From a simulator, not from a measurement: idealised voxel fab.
Proc. module: voxel wiring stack
Cross-section cut: width 260 nm, square cells of 5 nm.
A cross-section is a grid of square cells, given in bands from the top down. A band is one or more rows of cells.
A band entry consists of two parts. The first gives the height of the band's top and the height of its bottom, in nm. The rest lists the band's materials from left to right, each with its width in nm. A single material labelled with the word "everywhere" fills the band from edge to edge, and the word "air" marks empty space.
For the purposes of this specification, 0 denotes the height below which the wafer in its as-received condition is composed wholly of one material, and the lowermost band, lacking a lower limit, extends downward without end, as expressed in "0 and below".
Note: "30..40" means the width goes from the first number (top row of the band) to the second number (bottom row) in equal steps per row of cells.
It should be understood that the words "left unchanged", when stated for a given step, signify that the cross-section underwent no change in any of its cells during that step.
Empty spaces counting at least 8 cells and having no open way to the top are listed in "Unvented internal voids". The notation width x height at distance is used for each, the distance being from the left edge and all three values in nm.
If you see something after the settings on a step's line, that's the simulator's own remark about that step.
A step line may carry the setting "overlay nm", which, for steps involving a mask, states the distance by which the mask lay to the right of its intended position; negative values denote displacement to the left.

Below is the list of planned process steps
| 1 | RECEIVE with material Si |
| 2 | CONFORMAL_DEP with material SiO2, thk nm 10 |
| 3 | CONFORMAL_DEP with material SiCN, thk nm 5 |
| 4 | DIRECTIONAL_DEP with material SiO2, thk nm 25 |
| 5 | MASKED_ETCH with tone open, mask id METAL_1, width nm 30, pitch nm 55, etch materials SiO2, depth nm 25, overlay nm 0 |
| 6 | MASKED_ETCH with tone open, mask id METAL_1, width nm 30, pitch nm 55, etch materials SiCN, depth nm 5, overlay nm 0 |
| 7 | CONFORMAL_DEP with material TiN, thk nm 5 |
| 8 | FILL_DEP with material Cu, thk nm 5 |
| 9 | CMP with height nm 40 |
| 10 | CONFORMAL_DEP with material SiCN, thk nm 5 |
| 11 | DIRECTIONAL_DEP with material SiO2, thk nm 35 |
| 12 | PATTERN with tone open, mask id METAL_2_HOLES, material resist, width nm 15, pitch nm 55, thk nm 15, overlay nm 0 |
| 13 | DIRECTIONAL_ETCH with etch materials SiO2, depth nm 35 |
| 14 | STRIP with etch materials resist |
| 15 | PATTERN with tone open, mask id METAL_2, material resist, width nm 30, pitch nm 55, thk nm 20, overlay nm 0 |
| 16 | DIRECTIONAL_ETCH with etch materials SiO2, depth nm 20 |
| 17 | DIRECTIONAL_ETCH with etch materials SiCN, depth nm 5 |
| 18 | STRIP with etch materials resist |
| 19 | CONFORMAL_DEP with material TiN, thk nm 5 |
| 20 | FILL_DEP with material Ru, thk nm 5 |
| 21 | CMP with height nm 80 |
| 22 | CONFORMAL_DEP with material SiCN, thk nm 5 |
| 23 | DIRECTIONAL_DEP with material SiO2, thk nm 25 |
| 24 | PATTERN with tone open, mask id METAL_3, material resist, width nm 30, pitch nm 55, thk nm 15, overlay nm 0 |
| 25 | DIRECTIONAL_ETCH with etch materials SiO2, depth nm 15 |
| 26 | STRIP with etch materials resist |
| 27 | PATTERN with tone open, mask id METAL_3_HOLES, material resist, width nm 15, pitch nm 55, thk nm 20, overlay nm 0 |
| 28 | DIRECTIONAL_ETCH with etch materials SiO2, depth nm 10 |
| 29 | DIRECTIONAL_ETCH with etch materials SiCN, depth nm 5 |
| 30 | STRIP with etch materials resist |
| 31 | CONFORMAL_DEP with material TiN, thk nm 5 |
| 32 | FILL_DEP with material Ru, thk nm 5 |
| 33 | CMP with height nm 110 |
| 34 | CONFORMAL_DEP with material SiCN, thk nm 5 |

Cross-section of the wafer at receipt, which is the condition after step 1
0 and below | Si everywhere
Unvented internal voids: none

As-planned run: cross-section of the first of two wafers at end of module
115 down to 110 | SiCN everywhere
110 down to 100 | SiO2 30  TiN 5  Ru 20  TiN 5  SiO2 25  TiN 5  Ru 20  TiN 5  SiO2 25  TiN 5  Ru 20  TiN 5  SiO2 25  TiN 5  Ru 20  TiN 5  SiO2 35
100 down to 95 | SiO2 30  TiN 5  Ru 5  TiN 20  SiO2 25  TiN 5  Ru 5  TiN 20  SiO2 25  TiN 5  Ru 5  TiN 20  SiO2 25  TiN 5  Ru 5  TiN 20  SiO2 35
95 down to 85 | SiO2 30  TiN 5  Ru 5  TiN 5  SiO2 40  TiN 5  Ru 5  TiN 5  SiO2 40  TiN 5  Ru 5  TiN 5  SiO2 40  TiN 5  Ru 5  TiN 5  SiO2 50
85 down to 80 | SiCN 30  TiN 15  SiCN 40  TiN 15  SiCN 40  TiN 15  SiCN 40  TiN 15  SiCN 50
80 down to 65 | SiO2 30  TiN 5  Ru 20  TiN 5  SiO2 25  TiN 5  Ru 20  TiN 5  SiO2 25  TiN 5  Ru 20  TiN 5  SiO2 25  TiN 5  Ru 20  TiN 5  SiO2 35
65 down to 60 | SiO2 30  TiN 5  Ru 5  TiN 20  SiO2 25  TiN 5  Ru 5  TiN 20  SiO2 25  TiN 5  Ru 5  TiN 20  SiO2 25  TiN 5  Ru 5  TiN 20  SiO2 35
60 down to 45 | SiO2 30  TiN 5  Ru 5  TiN 5  SiO2 40  TiN 5  Ru 5  TiN 5  SiO2 40  TiN 5  Ru 5  TiN 5  SiO2 40  TiN 5  Ru 5  TiN 5  SiO2 50
45 down to 40 | SiCN 30  TiN 15  SiCN 40  TiN 15  SiCN 40  TiN 15  SiCN 40  TiN 15  SiCN 50
40 down to 15 | SiO2 30  TiN 5  Cu 20  TiN 5  SiO2 25  TiN 5  Cu 20  TiN 5  SiO2 25  TiN 5  Cu 20  TiN 5  SiO2 25  TiN 5  Cu 20  TiN 5  SiO2 35
15 down to 10 | SiCN 30  TiN 30  SiCN 25  TiN 30  SiCN 25  TiN 30  SiCN 25  TiN 30  SiCN 35
10 down to 0 | SiO2 everywhere
0 and below | Si everywhere
Unvented internal voids: none

Cross-sectional view of the second of two wafers upon completion of the module. This wafer shared its starting condition and process plan with the first; one error was made during its execution
115 down to 110 | SiCN everywhere
110 down to 105 | Ru everywhere
105 down to 100 | TiN 35  Ru 20  TiN 35  Ru 20  TiN 35  Ru 20  TiN 35  Ru 20  TiN 40
100 down to 85 | SiO2 30  TiN 5  Ru 20  TiN 5  SiO2 25  TiN 5  Ru 20  TiN 5  SiO2 25  TiN 5  Ru 20  TiN 5  SiO2 25  TiN 5  Ru 20  TiN 5  SiO2 35
85 down to 80 | SiCN 30  TiN 30  SiCN 25  TiN 30  SiCN 25  TiN 30  SiCN 25  TiN 30  SiCN 35
80 down to 65 | SiO2 30  TiN 5  Ru 20  TiN 5  SiO2 25  TiN 5  Ru 20  TiN 5  SiO2 25  TiN 5  Ru 20  TiN 5  SiO2 25  TiN 5  Ru 20  TiN 5  SiO2 35
65 down to 60 | SiO2 30  TiN 5  Ru 5  TiN 20  SiO2 25  TiN 5  Ru 5  TiN 20  SiO2 25  TiN 5  Ru 5  TiN 20  SiO2 25  TiN 5  Ru 5  TiN 20  SiO2 35
60 down to 45 | SiO2 30  TiN 5  Ru 5  TiN 5  SiO2 40  TiN 5  Ru 5  TiN 5  SiO2 40  TiN 5  Ru 5  TiN 5  SiO2 40  TiN 5  Ru 5  TiN 5  SiO2 50
45 down to 40 | SiCN 30  TiN 15  SiCN 40  TiN 15  SiCN 40  TiN 15  SiCN 40  TiN 15  SiCN 50
40 down to 15 | SiO2 30  TiN 5  Cu 20  TiN 5  SiO2 25  TiN 5  Cu 20  TiN 5  SiO2 25  TiN 5  Cu 20  TiN 5  SiO2 25  TiN 5  Cu 20  TiN 5  SiO2 35
15 down to 10 | SiCN 30  TiN 30  SiCN 25  TiN 30  SiCN 25  TiN 30  SiCN 25  TiN 30  SiCN 35
10 down to 0 | SiO2 everywhere
0 and below | Si everywhere
Unvented internal voids: none
It is concluded that the wafer was processed incorrectly with respect to the plan, in that no execution of plan step 27; skipped
Upon completion, the second wafer contains, in terms of cells, a greater or smaller amount of certain materials than the first wafer: +72 Ru | -12 SiCN | -80 SiO2 | +20 TiN
